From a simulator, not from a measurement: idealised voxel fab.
Title: Process Module voxel released beams
Cross-section cut: width 200 nm, square cells of 5 nm.
Cross-section format: a grid of square cells, given as bands from top to bottom; each band is one or more rows of cells.
What a band's entry tells you: where the top is and where the bottom is, as heights in nm, and after that what lies inside, material by material from left to right, each with its width in nm. Empty space is written as the word "air", and a single material marked with the word "everywhere" occupies the band from edge to edge.
The reference from which all heights are counted is 0, the level beneath which the as-received wafer is entirely one material; the lowest band, having no lower bound, proceeds downward and is written after the example "0 nm and below".
A width given as "30 to 40" starts at the first number in the band's top row and ends at the second number in its bottom row, shifting by an equal amount at every step from row to row.
"no change occurred" -> step changed no cross-section cell.
"Enclosed cavity list" - sealed voids, min. 8 cells, no opening to top; format: width x height at distance (distance from left edge; nm throughout).
That trailing text on a step's line, after the settings, is the simulator's own remark on the step.
"overlay nm" on a masked step: distance the mask lay right of its planned place, negative for left.
# Here's what the planned process steps look like
1 RECEIVE: material Si
2 CONFORMAL_DEP: material SiN, thk nm 5
3 DIRECTIONAL_DEP: material SiO2, thk nm 20
4 MASKED_ETCH: tone open, mask id ANCHOR, width nm 35, etch materials SiO2, depth nm 20, overlay nm 0
5 CONFORMAL_DEP: material TiN, thk nm 15
6 DIRECTIONAL_DEP: material aC, thk nm 15
7 PATTERN: tone cover, mask id BEAM, material resist, width nm 90, thk nm 30, overlay nm 0
8 DIRECTIONAL_ETCH: etch materials aC, depth nm 15
9 STRIP: etch materials resist
10 DIRECTIONAL_ETCH: etch materials TiN, depth nm 15
11 STRIP: etch materials aC
12 STRIP: etch materials SiO2
# Cross-section, incoming material, after step 1
- 0 nm and below  Si everywhere
- Enclosed cavity list: none
# Final cross-section, module run with one mistake (start and plan as above)
- 40 nm to 25 nm  40 of air, 30 of TiN, 5 of air, 55 of TiN, 70 of air
- 25 nm to 20 nm  55 of air, 15 of TiN, 5 of air, 15 of TiN, 110 of air
- 20 nm to 5 nm  55 of air, 35 of TiN, 110 of air
- 5 nm to 0 nm  SiN everywhere
- 0 nm and below  Si everywhere
- Enclosed cavity list: none
Where did the run depart from the plan? step 7, actual vs plan mismatch, actual run PATTERN: tone cover, mask id BEAM, material resist, width nm 90, thk nm 30, overlay nm -10
